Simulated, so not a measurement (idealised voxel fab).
This is a process module. Its name is voxel capacitor over wiring.
FYI the section here is cut, 170 nm wide, cells are 5 nm squares.
The cross-sections in this document take the form of a grid made of square cells. They are written out as bands, in order from top to bottom. Each band consists of one or more rows of cells. Each band's line starts with the height of the band's top and of its bottom, in nm. Then come its materials from left to right, each with its width in nm. One material with "edge to edge" fills the band from edge to edge. "air" is empty space. Height is counted from the level 0, under which the received wafer is composed throughout of one material. The lowest of the bands is not closed at the bottom but continues downward, in the notation "0 -> down". Read "30 to 40" as a graded width: first number on top, second number at the bottom, same change between each pair of neighbouring rows. Any step labelled "left unchanged" changed none of the cells in the cross-section. Entry "Enclosed voids" = empty spaces >= 8 cells with no open way to the top; each as width x height at distance, distance from left edge, all nm. Anything after a step's settings on that line? It's the simulator's own note about the step. overlay nm: mask offset rightward from planned place, masked step; negative means leftward offset.
**Listed below are the process steps as planned**
1. RECEIVE: material Si
2. CONFORMAL_DEP: material SiO2, thk nm 10
3. CONFORMAL_DEP: material SiN, thk nm 5
4. DIRECTIONAL_DEP: material SiO2, thk nm 15
5. PATTERN: tone open, mask id METAL_1, material resist, width nm 30, pitch nm 95, thk nm 15, overlay nm 0
6. DIRECTIONAL_ETCH: etch materials SiO2, depth nm 15
7. DIRECTIONAL_ETCH: etch materials SiN, depth nm 5
8. STRIP: etch materials resist
9. CONFORMAL_DEP: material TiN, thk nm 5
10. FILL_DEP: material Cu, thk nm 5
11. CMP: height nm 30
12. CONFORMAL_DEP: material SiCN, thk nm 5
13. DIRECTIONAL_DEP: material SiO2, thk nm 10
14. DIRECTIONAL_DEP: material aC, thk nm 10
15. PATTERN: tone open, mask id PLUG_1, material resist, width nm 15, thk nm 25, overlay nm 0
16. DIRECTIONAL_ETCH: etch materials aC, depth nm 10
17. STRIP: etch materials resist
18. DIRECTIONAL_ETCH: etch materials SiO2, depth nm 10
19. DIRECTIONAL_ETCH: etch materials SiCN, depth nm 5
20. STRIP: etch materials aC
21. CONFORMAL_DEP: material TiN, thk nm 5
22. FILL_DEP: material Ru, thk nm 5
23. CMP: height nm 45
24. DIRECTIONAL_DEP: material TiN, thk nm 10
25. DIRECTIONAL_DEP: material HfO2, thk nm 5
26. DIRECTIONAL_DEP: material TiN, thk nm 10
27. MASKED_ETCH: tone cover, mask id UPPER_PLATE, width nm 70, etch materials TiN, depth nm 10, overlay nm 0
28. MASKED_ETCH: tone cover, mask id UPPER_PLATE, width nm 70, etch materials HfO2, depth nm 5, overlay nm 0
29. DIRECTIONAL_DEP: material aC, thk nm 15
30. PATTERN: tone cover, mask id LOWER_PLATE, material resist, width nm 80, thk nm 30, overlay nm 0
31. DIRECTIONAL_ETCH: etch materials aC, depth nm 15
32. STRIP: etch materials resist
33. DIRECTIONAL_ETCH: etch materials TiN, depth nm 10
34. STRIP: etch materials aC
35. FILL_DEP: material SiO2, thk nm 15
36. CMP: height nm 80
37. PATTERN: tone open, mask id PLUG_2, material resist, width nm 15, thk nm 15, overlay nm 0
38. DIRECTIONAL_ETCH: etch materials SiO2, depth nm 10
39. STRIP: etch materials resist
40. CONFORMAL_DEP: material TiN, thk nm 5
41. FILL_DEP: material Ru, thk nm 10
42. CMP: height nm 80
43. CONFORMAL_DEP: material SiCN, thk nm 5
**Cross-section, incoming material, after step 1**
	0 -> down: Si edge to edge
	Enclosed voids: none
**This is how the wafer looks in cross-section once the module is done, given the starting state and plan above and one mistake in carrying the plan out**
	100 -> 95: SiCN edge to edge
	95 -> 85: Ru edge to edge
	85 -> 80: TiN 50; Ru 5; TiN 115
	80 -> 75: SiO2 45; TiN 5; Ru 5; TiN 5; SiO2 110
	75 -> 70: SiO2 45; TiN 15; SiO2 110
	70 -> 60: SiO2 35; TiN 70; SiO2 65
	60 -> 55: SiO2 35; HfO2 70; SiO2 65
	55 -> 45: SiO2 30; TiN 80; SiO2 60
	45 -> 35: SiO2 35; TiN 5; Ru 5; TiN 5; SiO2 120
	35 -> 30: SiCN 35; TiN 15; SiCN 120
	30 -> 15: SiO2 20; TiN 5; Cu 20; TiN 5; SiO2 65; TiN 5; Cu 20; TiN 5; SiO2 25
	15 -> 10: SiN 20; TiN 30; SiN 65; TiN 30; SiN 25
	10 -> 0: SiO2 edge to edge
	0 -> down: Si edge to edge
	Enclosed voids: none
The plan and the run diverged here: plan step 42 was not performed, having been skipped
